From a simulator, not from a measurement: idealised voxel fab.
process module | voxel wiring stack
cross-section cut | 215 nm wide | cells 5 nm
A cross-section is a grid of square cells, given in bands from the top down. A band is one or more rows of cells.
Each band's line starts with the height of the band's top and of its bottom, in nm. Then come its materials from left to right, each with its width in nm. One material with "throughout" fills the band from edge to edge. "air" is empty space.
Height 0 is the level under which the wafer as received is all one material. The lowest band goes on downwards, as in "0 down".
A width such as "30 to 40" changes by the same amount from each row of cells to the next, from the band's top row to its bottom row.
"no change" after a step means that no cell of the cross-section changed.
closed voids: empty space of 8 cells or more with no open way to the top, each as width x height at its distance from the left edge, in nm
after a step's settings: what the simulator itself notes on the step
overlay nm, on a step with a mask: how far to the right of its planned place the mask lay; to the left if negative
plan
1 op RECEIVE | material Si
2 op CONFORMAL_DEP | material SiO2 | thk nm 15
3 op DIRECTIONAL_DEP | material TiN | thk nm 5
4 op DIRECTIONAL_DEP | material W | thk nm 25
5 op MASKED_ETCH | tone cover | mask id METAL_1 | width nm 25 | pitch nm 50 | etch materials W | depth nm 25 | overlay nm 0
6 op MASKED_ETCH | tone cover | mask id METAL_1 | width nm 25 | pitch nm 50 | etch materials TiN | depth nm 5 | overlay nm 0
7 op CONFORMAL_DEP | material SiCN | thk nm 5
8 op FILL_DEP | material lowk | thk nm 10
9 op CMP | height nm 45
10 op CONFORMAL_DEP | material SiCN | thk nm 5
11 op DIRECTIONAL_DEP | material lowk | thk nm 10
12 op DIRECTIONAL_DEP | material aC | thk nm 15
13 op PATTERN | tone open | mask id PLUG_1 | material resist | width nm 15 | pitch nm 50 | thk nm 35 | overlay nm 0
14 op DIRECTIONAL_ETCH | etch materials aC | depth nm 15
15 op STRIP | etch materials resist
16 op DIRECTIONAL_ETCH | etch materials lowk | depth nm 10
17 op DIRECTIONAL_ETCH | etch materials SiCN | depth nm 5
18 op STRIP | etch materials aC
19 op CONFORMAL_DEP | material TiN | thk nm 5
20 op FILL_DEP | material W | thk nm 5
21 op CMP | height nm 60
22 op DIRECTIONAL_DEP | material TiN | thk nm 5
23 op DIRECTIONAL_DEP | material W | thk nm 15
24 op MASKED_ETCH | tone cover | mask id METAL_2 | width nm 25 | pitch nm 50 | etch materials W | depth nm 15 | overlay nm 0
25 op MASKED_ETCH | tone cover | mask id METAL_2 | width nm 25 | pitch nm 50 | etch materials TiN | depth nm 5 | overlay nm 0
26 op CONFORMAL_DEP | material SiN | thk nm 5
27 op FILL_DEP | material SiO2 | thk nm 5
28 op CMP | height nm 80
29 op CONFORMAL_DEP | material SiCN | thk nm 5
30 op DIRECTIONAL_DEP | material SiO2 | thk nm 25
31 op DIRECTIONAL_DEP | material aC | thk nm 15
32 op PATTERN | tone open | mask id METAL_3 | material resist | width nm 25 | pitch nm 50 | thk nm 30 | overlay nm 0
33 op DIRECTIONAL_ETCH | etch materials aC | depth nm 15
34 op STRIP | etch materials resist
35 op DIRECTIONAL_ETCH | etch materials SiO2 | depth nm 15
36 op STRIP | etch materials aC
37 op PATTERN | tone open | mask id METAL_3_HOLES | material resist | width nm 15 | thk nm 20 | overlay nm 0
38 op DIRECTIONAL_ETCH | etch materials SiO2 | depth nm 10
39 op DIRECTIONAL_ETCH | etch materials SiCN | depth nm 5
40 op STRIP | etch materials resist
41 op CONFORMAL_DEP | material TiN | thk nm 5
42 op FILL_DEP | material Ru | thk nm 10
43 op CMP | height nm 110
44 op CONFORMAL_DEP | material SiN | thk nm 5
first wafer, as planned
as received, after step 1
  0 down: Si throughout
  closed voids: none
after step 2
  15 to 0: SiO2 throughout
  below 0: unchanged
after step 3
  20 to 15: TiN throughout
  below 15: unchanged
after step 4
  45 to 20: W throughout
  below 20: unchanged
after step 5
  45 to 20: air 70 | W 25 | air 25 | W 25 | air 70
  below 20: unchanged
after step 6
  45 to 20: air 70 | W 25 | air 25 | W 25 | air 70
  20 to 15: air 70 | TiN 25 | air 25 | TiN 25 | air 70
  below 15: unchanged
after step 7
  50 to 45: air 65 | SiCN 35 | air 15 | SiCN 35 | air 65
  45 to 20: air 65 | SiCN 5 | W 25 | SiCN 5 | air 15 | SiCN 5 | W 25 | SiCN 5 | air 65
  20 to 15: SiCN 70 | TiN 25 | SiCN 25 | TiN 25 | SiCN 70
  below 15: unchanged
after step 8
  60 to 50: lowk throughout
  50 to 45: lowk 65 | SiCN 35 | lowk 15 | SiCN 35 | lowk 65
  45 to 20: lowk 65 | SiCN 5 | W 25 | SiCN 5 | lowk 15 | SiCN 5 | W 25 | SiCN 5 | lowk 65
  below 20: unchanged
after step 9
  45 to 20: lowk 65 | SiCN 5 | W 25 | SiCN 5 | lowk 15 | SiCN 5 | W 25 | SiCN 5 | lowk 65
  below 20: unchanged
after step 10
  50 to 45: SiCN throughout
  below 45: unchanged
after step 11
  60 to 50: lowk throughout
  below 50: unchanged
after step 12
  75 to 60: aC throughout
  below 60: unchanged
after step 13
  110 to 75: resist 70 | air 15 | resist 35 | air 15 | resist 80
  below 75: unchanged
after step 14
  95 to 75: resist 70 | air 15 | resist 35 | air 15 | resist 80
  75 to 60: aC 70 | air 15 | aC 35 | air 15 | aC 80
  below 60: unchanged
after step 15
  75 to 60: aC 70 | air 15 | aC 35 | air 15 | aC 80
  below 60: unchanged
after step 16
  75 to 60: aC 70 | air 15 | aC 35 | air 15 | aC 80
  60 to 50: lowk 70 | air 15 | lowk 35 | air 15 | lowk 80
  below 50: unchanged
after step 17
  75 to 60: aC 70 | air 15 | aC 35 | air 15 | aC 80
  60 to 50: lowk 70 | air 15 | lowk 35 | air 15 | lowk 80
  50 to 45: SiCN 70 | air 15 | SiCN 35 | air 15 | SiCN 80
  below 45: unchanged
after step 18
  60 to 50: lowk 70 | air 15 | lowk 35 | air 15 | lowk 80
  below 50: unchanged
after step 19
  65 to 60: TiN 75 | air 5 | TiN 45 | air 5 | TiN 85
  60 to 50: lowk 70 | TiN 5 | air 5 | TiN 5 | lowk 35 | TiN 5 | air 5 | TiN 5 | lowk 80
  50 to 45: SiCN 70 | TiN 15 | SiCN 35 | TiN 15 | SiCN 80
  below 45: unchanged
after step 20
  70 to 65: W throughout
  65 to 60: TiN 75 | W 5 | TiN 45 | W 5 | TiN 85
  60 to 50: lowk 70 | TiN 5 | W 5 | TiN 5 | lowk 35 | TiN 5 | W 5 | TiN 5 | lowk 80
  below 50: unchanged
after step 21
  60 to 50: lowk 70 | TiN 5 | W 5 | TiN 5 | lowk 35 | TiN 5 | W 5 | TiN 5 | lowk 80
  below 50: unchanged
after step 22
  65 to 60: TiN throughout
  below 60: unchanged
after step 23
  80 to 65: W throughout
  below 65: unchanged
after step 24
  80 to 65: air 70 | W 25 | air 25 | W 25 | air 70
  below 65: unchanged
after step 25
  80 to 65: air 70 | W 25 | air 25 | W 25 | air 70
  65 to 60: air 70 | TiN 25 | air 25 | TiN 25 | air 70
  below 60: unchanged
after step 26
  85 to 80: air 65 | SiN 35 | air 15 | SiN 35 | air 65
  80 to 65: air 65 | SiN 5 | W 25 | SiN 5 | air 15 | SiN 5 | W 25 | SiN 5 | air 65
  65 to 60: SiN 70 | TiN 25 | SiN 25 | TiN 25 | SiN 70
  below 60: unchanged
after step 27
  90 to 85: SiO2 throughout
  85 to 80: SiO2 65 | SiN 35 | SiO2 15 | SiN 35 | SiO2 65
  80 to 65: SiO2 65 | SiN 5 | W 25 | SiN 5 | SiO2 15 | SiN 5 | W 25 | SiN 5 | SiO2 65
  below 65: unchanged
after step 28
  80 to 65: SiO2 65 | SiN 5 | W 25 | SiN 5 | SiO2 15 | SiN 5 | W 25 | SiN 5 | SiO2 65
  below 65: unchanged
after step 29
  85 to 80: SiCN throughout
  below 80: unchanged
after step 30
  110 to 85: SiO2 throughout
  below 85: unchanged
after step 31
  125 to 110: aC throughout
  below 110: unchanged
after step 32
  155 to 125: resist 70 | air 25 | resist 25 | air 25 | resist 70
  below 125: unchanged
after step 33
  140 to 125: resist 70 | air 25 | resist 25 | air 25 | resist 70
  125 to 110: aC 70 | air 25 | aC 25 | air 25 | aC 70
  below 110: unchanged
after step 34
  125 to 110: aC 70 | air 25 | aC 25 | air 25 | aC 70
  below 110: unchanged
after step 35
  125 to 110: aC 70 | air 25 | aC 25 | air 25 | aC 70
  110 to 95: SiO2 70 | air 25 | SiO2 25 | air 25 | SiO2 70
  below 95: unchanged
after step 36
  110 to 95: SiO2 70 | air 25 | SiO2 25 | air 25 | SiO2 70
  below 95: unchanged
after step 37
  130 to 110: resist 70 | air 15 | resist 130
  110 to 95: SiO2 70 | air 15 | resist 10 | SiO2 25 | resist 25 | SiO2 70
  below 95: unchanged
after step 38
  130 to 110: resist 70 | air 15 | resist 130
  110 to 95: SiO2 70 | air 15 | resist 10 | SiO2 25 | resist 25 | SiO2 70
  95 to 85: SiO2 70 | air 15 | SiO2 130
  below 85: unchanged
after step 39
  130 to 110: resist 70 | air 15 | resist 130
  110 to 95: SiO2 70 | air 15 | resist 10 | SiO2 25 | resist 25 | SiO2 70
  95 to 85: SiO2 70 | air 15 | SiO2 130
  85 to 80: SiCN 70 | air 15 | SiCN 130
  below 80: unchanged
after step 40
  110 to 95: SiO2 70 | air 25 | SiO2 25 | air 25 | SiO2 70
  below 95: unchanged
after step 41
  115 to 110: TiN 75 | air 15 | TiN 35 | air 15 | TiN 75
  110 to 100: SiO2 70 | TiN 5 | air 15 | TiN 5 | SiO2 25 | TiN 5 | air 15 | TiN 5 | SiO2 70
  100 to 95: SiO2 70 | TiN 5 | air 5 | TiN 15 | SiO2 25 | TiN 25 | SiO2 70
  95 to 85: SiO2 70 | TiN 5 | air 5 | TiN 5 | SiO2 130
  85 to 80: SiCN 70 | TiN 15 | SiCN 130
  below 80: unchanged
after step 42
  125 to 115: Ru throughout
  115 to 110: TiN 75 | Ru 15 | TiN 35 | Ru 15 | TiN 75
  110 to 100: SiO2 70 | TiN 5 | Ru 15 | TiN 5 | SiO2 25 | TiN 5 | Ru 15 | TiN 5 | SiO2 70
  100 to 95: SiO2 70 | TiN 5 | Ru 5 | TiN 15 | SiO2 25 | TiN 25 | SiO2 70
  95 to 85: SiO2 70 | TiN 5 | Ru 5 | TiN 5 | SiO2 130
  below 85: unchanged
after step 43
  110 to 100: SiO2 70 | TiN 5 | Ru 15 | TiN 5 | SiO2 25 | TiN 5 | Ru 15 | TiN 5 | SiO2 70
  below 100: unchanged
after step 44
  115 to 110: SiN throughout
  below 110: unchanged
second wafer: like start, like plan, one mistake. Through step 1 it matches the first wafer
when step 2 should have ended
  5 to 0: SiO2 throughout
  below 0: unchanged
when step 3 should have ended
  10 to 5: TiN throughout
  below 5: unchanged
when step 4 should have ended
  35 to 10: W throughout
  below 10: unchanged
when step 5 should have ended
  35 to 10: air 70 | W 25 | air 25 | W 25 | air 70
  below 10: unchanged
when step 6 should have ended
  35 to 10: air 70 | W 25 | air 25 | W 25 | air 70
  10 to 5: air 70 | TiN 25 | air 25 | TiN 25 | air 70
  below 5: unchanged
when step 7 should have ended
  40 to 35: air 65 | SiCN 35 | air 15 | SiCN 35 | air 65
  35 to 10: air 65 | SiCN 5 | W 25 | SiCN 5 | air 15 | SiCN 5 | W 25 | SiCN 5 | air 65
  10 to 5: SiCN 70 | TiN 25 | SiCN 25 | TiN 25 | SiCN 70
  below 5: unchanged
when step 8 should have ended
  50 to 40: lowk throughout
  40 to 35: lowk 65 | SiCN 35 | lowk 15 | SiCN 35 | lowk 65
  35 to 10: lowk 65 | SiCN 5 | W 25 | SiCN 5 | lowk 15 | SiCN 5 | W 25 | SiCN 5 | lowk 65
  below 10: unchanged
when step 9 should have ended
  45 to 40: lowk throughout
  below 40: unchanged
when step 10 should have ended
  50 to 45: SiCN throughout
  below 45: unchanged
when step 11 should have ended
  60 to 50: lowk throughout
  below 50: unchanged
when step 12 should have ended
  75 to 60: aC throughout
  below 60: unchanged
when step 13 should have ended
  110 to 75: resist 70 | air 15 | resist 35 | air 15 | resist 80
  below 75: unchanged
when step 14 should have ended
  95 to 75: resist 70 | air 15 | resist 35 | air 15 | resist 80
  75 to 60: aC 70 | air 15 | aC 35 | air 15 | aC 80
  below 60: unchanged
when step 15 should have ended
  75 to 60: aC 70 | air 15 | aC 35 | air 15 | aC 80
  below 60: unchanged
when step 16 should have ended
  75 to 60: aC 70 | air 15 | aC 35 | air 15 | aC 80
  60 to 50: lowk 70 | air 15 | lowk 35 | air 15 | lowk 80
  below 50: unchanged
when step 17 should have ended
  75 to 60: aC 70 | air 15 | aC 35 | air 15 | aC 80
  60 to 50: lowk 70 | air 15 | lowk 35 | air 15 | lowk 80
  50 to 45: SiCN 70 | air 15 | SiCN 35 | air 15 | SiCN 80
  below 45: unchanged
when step 18 should have ended
  60 to 50: lowk 70 | air 15 | lowk 35 | air 15 | lowk 80
  below 50: unchanged
when step 19 should have ended
  65 to 60: TiN 75 | air 5 | TiN 45 | air 5 | TiN 85
  60 to 50: lowk 70 | TiN 5 | air 5 | TiN 5 | lowk 35 | TiN 5 | air 5 | TiN 5 | lowk 80
  50 to 45: SiCN 70 | TiN 15 | SiCN 35 | TiN 15 | SiCN 80
  below 45: unchanged
when step 20 should have ended
  70 to 65: W throughout
  65 to 60: TiN 75 | W 5 | TiN 45 | W 5 | TiN 85
  60 to 50: lowk 70 | TiN 5 | W 5 | TiN 5 | lowk 35 | TiN 5 | W 5 | TiN 5 | lowk 80
  below 50: unchanged
when step 21 should have ended
  60 to 50: lowk 70 | TiN 5 | W 5 | TiN 5 | lowk 35 | TiN 5 | W 5 | TiN 5 | lowk 80
  below 50: unchanged
when step 22 should have ended
  65 to 60: TiN throughout
  below 60: unchanged
when step 23 should have ended
  80 to 65: W throughout
  below 65: unchanged
when step 24 should have ended
  80 to 65: air 70 | W 25 | air 25 | W 25 | air 70
  below 65: unchanged
when step 25 should have ended
  80 to 65: air 70 | W 25 | air 25 | W 25 | air 70
  65 to 60: air 70 | TiN 25 | air 25 | TiN 25 | air 70
  below 60: unchanged
when step 26 should have ended
  85 to 80: air 65 | SiN 35 | air 15 | SiN 35 | air 65
  80 to 65: air 65 | SiN 5 | W 25 | SiN 5 | air 15 | SiN 5 | W 25 | SiN 5 | air 65
  65 to 60: SiN 70 | TiN 25 | SiN 25 | TiN 25 | SiN 70
  below 60: unchanged
when step 27 should have ended
  90 to 85: SiO2 throughout
  85 to 80: SiO2 65 | SiN 35 | SiO2 15 | SiN 35 | SiO2 65
  80 to 65: SiO2 65 | SiN 5 | W 25 | SiN 5 | SiO2 15 | SiN 5 | W 25 | SiN 5 | SiO2 65
  below 65: unchanged
when step 28 should have ended
  80 to 65: SiO2 65 | SiN 5 | W 25 | SiN 5 | SiO2 15 | SiN 5 | W 25 | SiN 5 | SiO2 65
  below 65: unchanged
when step 29 should have ended
  85 to 80: SiCN throughout
  below 80: unchanged
when step 30 should have ended
  110 to 85: SiO2 throughout
  below 85: unchanged
when step 31 should have ended
  125 to 110: aC throughout
  below 110: unchanged
when step 32 should have ended
  155 to 125: resist 70 | air 25 | resist 25 | air 25 | resist 70
  below 125: unchanged
when step 33 should have ended
  140 to 125: resist 70 | air 25 | resist 25 | air 25 | resist 70
  125 to 110: aC 70 | air 25 | aC 25 | air 25 | aC 70
  below 110: unchanged
when step 34 should have ended
  125 to 110: aC 70 | air 25 | aC 25 | air 25 | aC 70
  below 110: unchanged
when step 35 should have ended
  125 to 110: aC 70 | air 25 | aC 25 | air 25 | aC 70
  110 to 95: SiO2 70 | air 25 | SiO2 25 | air 25 | SiO2 70
  below 95: unchanged
when step 36 should have ended
  110 to 95: SiO2 70 | air 25 | SiO2 25 | air 25 | SiO2 70
  below 95: unchanged
when step 37 should have ended
  130 to 110: resist 70 | air 15 | resist 130
  110 to 95: SiO2 70 | air 15 | resist 10 | SiO2 25 | resist 25 | SiO2 70
  below 95: unchanged
when step 38 should have ended
  130 to 110: resist 70 | air 15 | resist 130
  110 to 95: SiO2 70 | air 15 | resist 10 | SiO2 25 | resist 25 | SiO2 70
  95 to 85: SiO2 70 | air 15 | SiO2 130
  below 85: unchanged
when step 39 should have ended
  130 to 110: resist 70 | air 15 | resist 130
  110 to 95: SiO2 70 | air 15 | resist 10 | SiO2 25 | resist 25 | SiO2 70
  95 to 85: SiO2 70 | air 15 | SiO2 130
  85 to 80: SiCN 70 | air 15 | SiCN 130
  below 80: unchanged
when step 40 should have ended
  110 to 95: SiO2 70 | air 25 | SiO2 25 | air 25 | SiO2 70
  below 95: unchanged
when step 41 should have ended
  115 to 110: TiN 75 | air 15 | TiN 35 | air 15 | TiN 75
  110 to 100: SiO2 70 | TiN 5 | air 15 | TiN 5 | SiO2 25 | TiN 5 | air 15 | TiN 5 | SiO2 70
  100 to 95: SiO2 70 | TiN 5 | air 5 | TiN 15 | SiO2 25 | TiN 25 | SiO2 70
  95 to 85: SiO2 70 | TiN 5 | air 5 | TiN 5 | SiO2 130
  85 to 80: SiCN 70 | TiN 15 | SiCN 130
  below 80: unchanged
when step 42 should have ended
  125 to 115: Ru throughout
  115 to 110: TiN 75 | Ru 15 | TiN 35 | Ru 15 | TiN 75
  110 to 100: SiO2 70 | TiN 5 | Ru 15 | TiN 5 | SiO2 25 | TiN 5 | Ru 15 | TiN 5 | SiO2 70
  100 to 95: SiO2 70 | TiN 5 | Ru 5 | TiN 15 | SiO2 25 | TiN 25 | SiO2 70
  95 to 85: SiO2 70 | TiN 5 | Ru 5 | TiN 5 | SiO2 130
  below 85: unchanged
when step 43 should have ended
  110 to 100: SiO2 70 | TiN 5 | Ru 15 | TiN 5 | SiO2 25 | TiN 5 | Ru 15 | TiN 5 | SiO2 70
  below 100: unchanged
when step 44 should have ended
  115 to 110: SiN throughout
  below 110: unchanged
what went wrong: step 2 ran as: op CONFORMAL_DEP | material SiO2 | thk nm 5
at the end the second wafer has, in cells: 14 more of SiCN | 86 fewer of SiO2 | 72 more of lowk
